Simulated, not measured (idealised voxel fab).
process module | voxel gate over fins
cross-section cut | 205 nm wide | cells 5 nm
A cross-section is a grid of square cells, given in bands from the top down. A band is one or more rows of cells.
Each band's line starts with the height of the band's top and of its bottom, in nm. Then come its materials from left to right, each with its width in nm. One material with "throughout" fills the band from edge to edge. "air" is empty space.
Height 0 is the level under which the wafer as received is all one material. The lowest band goes on downwards, as in "0 down".
A width such as "30 to 40" changes by the same amount from each row of cells to the next, from the band's top row to its bottom row.
"no change" after a step means that no cell of the cross-section changed.
closed voids: empty space of 8 cells or more with no open way to the top, each as width x height at its distance from the left edge, in nm
after a step's settings: what the simulator itself notes on the step
overlay nm, on a step with a mask: how far to the right of its planned place the mask lay; to the left if negative
plan
1 op RECEIVE | material Si
2 op CONFORMAL_DEP | material SiN | thk nm 5
3 op MASKED_ETCH | tone cover | mask id FINS | width nm 15 | pitch nm 55 | etch materials SiN | depth nm 5 | overlay nm 0
4 op MASKED_ETCH | tone cover | mask id FINS | width nm 15 | pitch nm 55 | etch materials Si | depth nm 35 | overlay nm 0
5 op OXIDIZE | depth nm 5
6 op FILL_DEP | material SiO2 | thk nm 10
7 op CMP | height nm 5
8 op DIRECTIONAL_DEP | material aC | thk nm 15
9 op PATTERN | tone open | mask id RAIL | material resist | width nm 15 | thk nm 35 | overlay nm 0
10 op DIRECTIONAL_ETCH | etch materials aC | depth nm 15
11 op STRIP | etch materials resist
12 op DIRECTIONAL_ETCH | etch materials SiO2 | depth nm 35
13 op STRIP | etch materials aC
14 op CONFORMAL_DEP | material TiN | thk nm 5
15 op FILL_DEP | material Ru | thk nm 5
16 op CMP | height nm 5
17 op SELECTIVE_ETCH | etch materials W Ru TiN | depth nm 30
18 op FILL_DEP | material SiO2 | thk nm 5
19 op CMP | height nm 5
20 op SELECTIVE_ETCH | etch materials SiO2 | depth nm 20
21 op STRIP | etch materials SiN
22 op CONFORMAL_DEP | material HfO2 | thk nm 5
23 op CONFORMAL_DEP | material TiN | thk nm 5
24 op FILL_DEP | material W | thk nm 15
25 op CMP | height nm 20
26 op CONFORMAL_DEP | material SiCN | thk nm 5
as received, after step 1
  0 down: Si throughout
  closed voids: none
first wafer at the end, as planned
  25 to 20: SiCN throughout
  20 to 10: W throughout
  10 to 5: W 35 | TiN 25 | W 30 | TiN 25 | W 30 | TiN 25 | W 35
  5 to 0: W 35 | TiN 5 | HfO2 15 | TiN 5 | W 30 | TiN 5 | HfO2 15 | TiN 5 | W 30 | TiN 5 | HfO2 15 | TiN 5 | W 35
  0 to -5: W 35 | TiN 5 | HfO2 5 | Si 5 | HfO2 5 | TiN 5 | W 30 | TiN 5 | HfO2 5 | Si 5 | HfO2 5 | TiN 5 | W 30 | TiN 5 | HfO2 5 | Si 5 | HfO2 5 | TiN 5 | W 35
  -5 to -10: TiN 40 | HfO2 5 | Si 5 | HfO2 5 | TiN 40 | HfO2 5 | Si 5 | HfO2 5 | TiN 40 | HfO2 5 | Si 5 | HfO2 5 | TiN 40
  -10 to -15: HfO2 45 | Si 5 | HfO2 50 | Si 5 | HfO2 50 | Si 5 | HfO2 45
  -15 to -25: SiO2 45 | Si 5 | SiO2 50 | Si 5 | SiO2 50 | Si 5 | SiO2 45
  -25 to -30: SiO2 45 | Si 5 | SiO2 15 | TiN 15 | SiO2 20 | Si 5 | SiO2 50 | Si 5 | SiO2 45
  -30 to -40: SiO2 45 | Si 5 | SiO2 50 | Si 5 | SiO2 50 | Si 5 | SiO2 45
  -40 down: Si throughout
  closed voids: none
second wafer at the end: like start, like plan, one mistake
  25 to 20: SiCN throughout
  20 to 10: W throughout
  10 to 5: W 35 | TiN 25 | W 30 | TiN 25 | W 30 | TiN 25 | W 35
  5 to 0: W 35 | TiN 5 | HfO2 15 | TiN 5 | W 30 | TiN 5 | HfO2 15 | TiN 5 | W 30 | TiN 5 | HfO2 15 | TiN 5 | W 35
  0 to -5: W 35 | TiN 5 | HfO2 5 | Si 5 | HfO2 5 | TiN 5 | W 30 | TiN 5 | HfO2 5 | Si 5 | HfO2 5 | TiN 5 | W 30 | TiN 5 | HfO2 5 | Si 5 | HfO2 5 | TiN 5 | W 35
  -5 to -10: TiN 40 | HfO2 5 | Si 5 | HfO2 5 | TiN 40 | HfO2 5 | Si 5 | HfO2 5 | TiN 40 | HfO2 5 | Si 5 | HfO2 5 | TiN 40
  -10 to -15: HfO2 45 | Si 5 | HfO2 50 | Si 5 | HfO2 50 | Si 5 | HfO2 45
  -15 to -25: SiO2 45 | Si 5 | SiO2 50 | Si 5 | SiO2 50 | Si 5 | SiO2 45
  -25 to -35: Ru 40 | SiO2 5 | Si 5 | SiO2 5 | Ru 40 | SiO2 5 | Si 5 | SiO2 5 | Ru 40 | SiO2 5 | Si 5 | SiO2 5 | Ru 40
  -35 to -40: SiO2 45 | Si 5 | SiO2 50 | Si 5 | SiO2 50 | Si 5 | SiO2 45
  -40 down: Si throughout
  closed voids: none
what went wrong: step 6 ran as: op FILL_DEP | material Ru | thk nm 10
at the end the second wafer has, in cells: 64 more of Ru | 61 fewer of SiO2 | 3 fewer of TiN
